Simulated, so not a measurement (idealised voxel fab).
The process module that follows is named voxel transistor to metal.
This is section cut - it's 205 nm across, gridded in 5 nm square cells.
Heads up, the way a cross-section reads in here is a grid of square cells, handed over as bands from the top down, with every band being one or more rows of cells.
Band: top height; bottom height; in nm. Then, left to right: material with width in nm, for each material. "throughout": a single material spanning edge to edge. "empty": empty space.
Convention: height 0 is the level below which the wafer, as received, is all one material. The lowest band does not terminate at the bottom but continues downward, represented as "z 0 and below".
Read "30 to 40" as a graded width: first number on top, second number at the bottom, same change between each pair of neighbouring rows.
Given "remained the same" for a step, no cell of the cross-section differs between before and after that step.
Closed empty spaces (no open way to the top) of 8 cells or more are what "Sealed-off cavities" lists, each as width x height at distance from the left edge, nm for all three.
Post-settings text on a step line: simulator's own remark regarding the step.
The "overlay nm" setting may appear on a step's line; for a step that uses a mask, it gives how far to the right of its planned position the mask lay, and a negative value indicates the left.

[Process steps foreseen in the plan]
1: RECEIVE [material Si]
2: CONFORMAL_DEP [material SiO2] [thk nm 5]
3: CONFORMAL_DEP [material SiN] [thk nm 15]
4: DIRECTIONAL_DEP [material aC] [thk nm 10]
5: PATTERN [tone cover] [mask id ACTIVE] [material resist] [width nm 120] [thk nm 30] [overlay nm 0]
6: DIRECTIONAL_ETCH [etch materials aC] [depth nm 10]
7: STRIP [etch materials resist]
8: DIRECTIONAL_ETCH [etch materials SiN] [depth nm 15]
9: DIRECTIONAL_ETCH [etch materials SiO2] [depth nm 5]
10: DIRECTIONAL_ETCH [etch materials Si] [depth nm 30]
11: STRIP [etch materials aC]
12: FILL_DEP [material SiO2] [thk nm 5]
13: CMP [height nm 20]
14: SELECTIVE_ETCH [etch materials SiO2] [depth nm 15]
15: STRIP [etch materials SiN]
16: SELECTIVE_ETCH [etch materials SiO2] [depth nm 5]
17: OXIDIZE [depth nm 5]
18: DIRECTIONAL_DEP [material polySi] [thk nm 30]
19: DIRECTIONAL_DEP [material SiCN] [thk nm 15]
20: DIRECTIONAL_DEP [material aC] [thk nm 10]
21: PATTERN [tone cover] [mask id GATE] [material resist] [width nm 20] [thk nm 30] [overlay nm 0]
22: DIRECTIONAL_ETCH [etch materials aC] [depth nm 10]
23: STRIP [etch materials resist]
24: DIRECTIONAL_ETCH [etch materials SiCN] [depth nm 25]
25: DIRECTIONAL_ETCH [etch materials polySi] [depth nm 40]
26: STRIP [etch materials aC]
27: CONFORMAL_DEP [material SiN] [thk nm 10]
28: DIRECTIONAL_ETCH [etch materials SiN] [depth nm 10]
29: DIRECTIONAL_ETCH [etch materials SiO2] [depth nm 5]
30: EPI [material nSi] [thk nm 5]
31: FILL_DEP [material SiO2] [thk nm 5]
32: CMP [height nm 45]
33: DIRECTIONAL_DEP [material SiO2] [thk nm 15]
34: PATTERN [tone open] [mask id CONTACT] [material resist] [width nm 20] [pitch nm 80] [thk nm 15] [overlay nm 0]
35: DIRECTIONAL_ETCH [etch materials SiO2] [depth nm 60]
36: STRIP [etch materials resist]
37: CONFORMAL_DEP [material TiN] [thk nm 5]
38: FILL_DEP [material W] [thk nm 5]
39: CMP [height nm 60]
40: DIRECTIONAL_DEP [material TiN] [thk nm 5]
41: DIRECTIONAL_DEP [material Ru] [thk nm 15]
42: MASKED_ETCH [tone cover] [mask id METAL_1] [width nm 20] [pitch nm 80] [etch materials Ru] [depth nm 15] [overlay nm 0]
43: MASKED_ETCH [tone cover] [mask id METAL_1] [width nm 20] [pitch nm 80] [etch materials TiN] [depth nm 5] [overlay nm 0]
44: FILL_DEP [material SiO2] [thk nm 5]
45: CMP [height nm 80]
46: CONFORMAL_DEP [material SiCN] [thk nm 5]
47: DIRECTIONAL_DEP [material lowk] [thk nm 25]
48: PATTERN [tone open] [mask id METAL_2_HOLES] [material resist] [width nm 15] [pitch nm 80] [thk nm 20] [overlay nm 0]
49: DIRECTIONAL_ETCH [etch materials lowk] [depth nm 25]
50: STRIP [etch materials resist]
51: MASKED_ETCH [tone open] [mask id METAL_2] [width nm 20] [pitch nm 80] [etch materials lowk] [depth nm 15] [overlay nm 0]
52: MASKED_ETCH [tone open] [mask id METAL_2] [width nm 20] [pitch nm 80] [etch materials SiCN] [depth nm 5] [overlay nm 0]
53: CONFORMAL_DEP [material TiN] [thk nm 5]
54: FILL_DEP [material Cu] [thk nm 10]
55: CMP [height nm 110]
56: CONFORMAL_DEP [material SiN] [thk nm 5]

[Received-state cross-section, reflecting completion of step 1]
  z 0 and below: Si throughout
  Sealed-off cavities: none

[Post-module cross-section of the first of two wafers (run per plan)]
  z 115 to 110: SiN throughout
  z 110 to 100: lowk: 50 | TiN: 5 | Cu: 10 | TiN: 5 | lowk: 60 | TiN: 5 | Cu: 10 | TiN: 5 | lowk: 55
  z 100 to 95: lowk: 50 | TiN: 5 | Cu: 5 | TiN: 10 | lowk: 60 | TiN: 5 | Cu: 5 | TiN: 10 | lowk: 55
  z 95 to 85: lowk: 50 | TiN: 5 | Cu: 5 | TiN: 5 | lowk: 65 | TiN: 5 | Cu: 5 | TiN: 5 | lowk: 60
  z 85 to 80: SiCN: 50 | TiN: 15 | SiCN: 65 | TiN: 15 | SiCN: 60
  z 80 to 65: SiO2: 50 | Ru: 20 | SiO2: 60 | Ru: 20 | SiO2: 55
  z 65 to 60: SiO2: 50 | TiN: 20 | SiO2: 60 | TiN: 20 | SiO2: 55
  z 60 to 45: SiO2: 50 | TiN: 5 | W: 10 | TiN: 5 | SiO2: 60 | TiN: 5 | W: 10 | TiN: 5 | SiO2: 55
  z 45 to 30: SiO2: 50 | TiN: 5 | W: 10 | TiN: 5 | SiO2: 10 | SiN: 10 | SiCN: 20 | SiN: 10 | SiO2: 10 | TiN: 5 | W: 10 | TiN: 5 | SiO2: 55
  z 30 to 5: SiO2: 50 | TiN: 5 | W: 10 | TiN: 5 | SiO2: 10 | SiN: 10 | polySi: 20 | SiN: 10 | SiO2: 10 | TiN: 5 | W: 10 | TiN: 5 | SiO2: 55
  z 5 to 0: SiO2: 50 | TiN: 20 | SiO2: 10 | SiN: 10 | polySi: 20 | SiN: 10 | SiO2: 10 | TiN: 20 | SiO2: 55
  z 0 to -5: SiO2: 35 | nSi: 45 | SiO2: 40 | nSi: 45 | SiO2: 40
  z -5 to -30: SiO2: 40 | Si: 120 | SiO2: 45
  z -30 and below: Si throughout
  Sealed-off cavities: none

[second wafer at the end: like start, like plan, one mistake]
  z 115 to 110: SiN throughout
  z 110 to 100: lowk: 50 | TiN: 5 | Cu: 10 | TiN: 5 | lowk: 60 | TiN: 5 | Cu: 10 | TiN: 5 | lowk: 55
  z 100 to 95: lowk: 50 | TiN: 5 | Cu: 5 | TiN: 10 | lowk: 60 | TiN: 5 | Cu: 5 | TiN: 10 | lowk: 55
  z 95 to 85: lowk: 50 | TiN: 5 | Cu: 5 | TiN: 5 | lowk: 65 | TiN: 5 | Cu: 5 | TiN: 5 | lowk: 60
  z 85 to 80: SiCN: 50 | TiN: 15 | SiCN: 65 | TiN: 15 | SiCN: 60
  z 80 to 65: SiO2: 50 | Ru: 20 | SiO2: 60 | Ru: 20 | SiO2: 55
  z 65 to 60: SiO2: 50 | TiN: 20 | SiO2: 60 | TiN: 20 | SiO2: 55
  z 60 to 55: W throughout
  z 55 to 50: TiN: 55 | W: 10 | TiN: 70 | W: 10 | TiN: 60
  z 50 to 45: SiO2: 50 | TiN: 5 | W: 10 | TiN: 5 | SiO2: 60 | TiN: 5 | W: 10 | TiN: 5 | SiO2: 55
  z 45 to 30: SiO2: 50 | TiN: 5 | W: 10 | TiN: 5 | SiO2: 10 | SiN: 10 | SiCN: 20 | SiN: 10 | SiO2: 10 | TiN: 5 | W: 10 | TiN: 5 | SiO2: 55
  z 30 to 5: SiO2: 50 | TiN: 5 | W: 10 | TiN: 5 | SiO2: 10 | SiN: 10 | polySi: 20 | SiN: 10 | SiO2: 10 | TiN: 5 | W: 10 | TiN: 5 | SiO2: 55
  z 5 to 0: SiO2: 50 | TiN: 20 | SiO2: 10 | SiN: 10 | polySi: 20 | SiN: 10 | SiO2: 10 | TiN: 20 | SiO2: 55
  z 0 to -5: SiO2: 35 | nSi: 45 | SiO2: 40 | nSi: 45 | SiO2: 40
  z -5 to -30: SiO2: 40 | Si: 120 | SiO2: 45
  z -30 and below: Si throughout
  Sealed-off cavities: none
What went wrong in running the wafer? step 33 did not use the planned setting and instead ran as DIRECTIONAL_DEP [material SiO2] [thk nm 5]
Per the end-of-run cell counts, the second wafer holds more or fewer of some materials than the first: SiO2: 66 fewer, TiN: 29 more, W: 37 more
